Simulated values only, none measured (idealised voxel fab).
A process module follows: voxel wiring stack.
cross-section cut | 260 nm wide | cells 5 nm
Cross-section format: a grid of square cells, given as bands from top to bottom; each band is one or more rows of cells. For a band, the entry starts with two heights in nm, that of the top and then that of the bottom, and carries on with the band's materials in order from left to right, each alongside its width in nm; the word "throughout" beside a single material means it fills the band edge to edge, and "air" means empty space. Counting heights begins at 0, where everything beneath is, in the wafer as received, one material. The lowest band has no bottom; it goes on downwards, as "0..down" shows. The two numbers in a width such as "30->40" mark its ends across the band: the first belongs to the top row of cells, the second to the bottom row, and from each row to the next the width moves by the same amount. "no change" means the step left every cell of the cross-section as it was. Reported under the label "Sealed void listing" are the empty spaces having no open way to the top and comprising 8 cells or more; the notation for each is width x height at distance, in which the distance is measured from the left edge and all three values are in nm. If you see something after the settings on a step's line, that's the simulator's own remark about that step. For masked steps, "overlay nm" on the step line gives how far right of plan the mask actually lay; a minus sign means it lay to the left.

### Process steps - plan
step 1: RECEIVE | material Si
step 2: CONFORMAL_DEP | material SiO2 | thk nm 15
step 3: CONFORMAL_DEP | material SiN | thk nm 5
step 4: DIRECTIONAL_DEP | material lowk | thk nm 25
step 5: DIRECTIONAL_DEP | material aC | thk nm 10
step 6: PATTERN | tone open | mask id METAL_1 | material resist | width nm 25 | pitch nm 40 | thk nm 30 | overlay nm 0
step 7: DIRECTIONAL_ETCH | etch materials aC | depth nm 10
step 8: STRIP | etch materials resist
step 9: DIRECTIONAL_ETCH | etch materials lowk | depth nm 25
step 10: DIRECTIONAL_ETCH | etch materials SiN | depth nm 5
step 11: STRIP | etch materials aC
step 12: CONFORMAL_DEP | material TiN | thk nm 5
step 13: FILL_DEP | material Ru | thk nm 10
step 14: CMP | height nm 45
step 15: EPI | material Ru | thk nm 5
step 16: FILL_DEP | material SiCN | thk nm 5
step 17: DIRECTIONAL_DEP | material lowk | thk nm 30
step 18: DIRECTIONAL_DEP | material aC | thk nm 10
step 19: PATTERN | tone open | mask id METAL_2_HOLES | material resist | width nm 15 | pitch nm 40 | thk nm 25 | overlay nm 0
step 20: DIRECTIONAL_ETCH | etch materials aC | depth nm 10
step 21: STRIP | etch materials resist
step 22: DIRECTIONAL_ETCH | etch materials lowk | depth nm 30
step 23: STRIP | etch materials aC
step 24: PATTERN | tone open | mask id METAL_2 | material resist | width nm 25 | pitch nm 40 | thk nm 15 | overlay nm 0
step 25: DIRECTIONAL_ETCH | etch materials lowk | depth nm 15
step 26: DIRECTIONAL_ETCH | etch materials SiCN | depth nm 5
step 27: STRIP | etch materials resist
step 28: CONFORMAL_DEP | material TiN | thk nm 5
step 29: FILL_DEP | material Cu | thk nm 5
step 30: CMP | height nm 85
step 31: CONFORMAL_DEP | material SiN | thk nm 5

### As received (post step 1): cross-section
- 0..down: Si throughout
- Sealed void listing: none

### Wafer at module end, in section. Began as above, planned as above, run with one mistake
- 90..85: SiN throughout
- 85..75: 55 of lowk, then 5 of TiN, then 15 of Cu, then 5 of TiN, then 15 of lowk, then 5 of TiN, then 15 of Cu, then 5 of TiN, then 15 of lowk, then 5 of TiN, then 15 of Cu, then 5 of TiN, then 15 of lowk, then 5 of TiN, then 15 of Cu, then 5 of TiN, then 60 of lowk
- 75..70: 55 of lowk, then 5 of TiN, then 5 of Cu, then 15 of TiN, then 15 of lowk, then 5 of TiN, then 5 of Cu, then 15 of TiN, then 15 of lowk, then 5 of TiN, then 5 of Cu, then 15 of TiN, then 15 of lowk, then 5 of TiN, then 5 of Cu, then 15 of TiN, then 60 of lowk
- 70..55: 55 of lowk, then 5 of TiN, then 5 of Cu, then 5 of TiN, then 25 of lowk, then 5 of TiN, then 5 of Cu, then 5 of TiN, then 25 of lowk, then 5 of TiN, then 5 of Cu, then 5 of TiN, then 25 of lowk, then 5 of TiN, then 5 of Cu, then 5 of TiN, then 70 of lowk
- 55..50: 55 of SiCN, then 15 of TiN, then 25 of SiCN, then 15 of TiN, then 25 of SiCN, then 15 of TiN, then 25 of SiCN, then 15 of TiN, then 70 of SiCN
- 50..45: 60 of Ru, then 15 of SiCN, then 25 of Ru, then 15 of SiCN, then 25 of Ru, then 15 of SiCN, then 25 of Ru, then 15 of SiCN, then 65 of Ru
- 45..20: 50 of Ru, then 5 of TiN, then 25 of lowk, then 5 of TiN, then 5 of Ru, then 5 of TiN, then 25 of lowk, then 5 of TiN, then 5 of Ru, then 5 of TiN, then 25 of lowk, then 5 of TiN, then 5 of Ru, then 5 of TiN, then 25 of lowk, then 5 of TiN, then 55 of Ru
- 20..15: 55 of TiN, then 25 of SiN, then 15 of TiN, then 25 of SiN, then 15 of TiN, then 25 of SiN, then 15 of TiN, then 25 of SiN, then 60 of TiN
- 15..0: SiO2 throughout
- 0..down: Si throughout
- Sealed void listing: none
Heads up, the wafer didn't run the way we planned it: step 6 was processed under conditions differing from the plan, specifically as PATTERN | tone cover | mask id METAL_1 | material resist | width nm 25 | pitch nm 40 | thk nm 30 | overlay nm 0
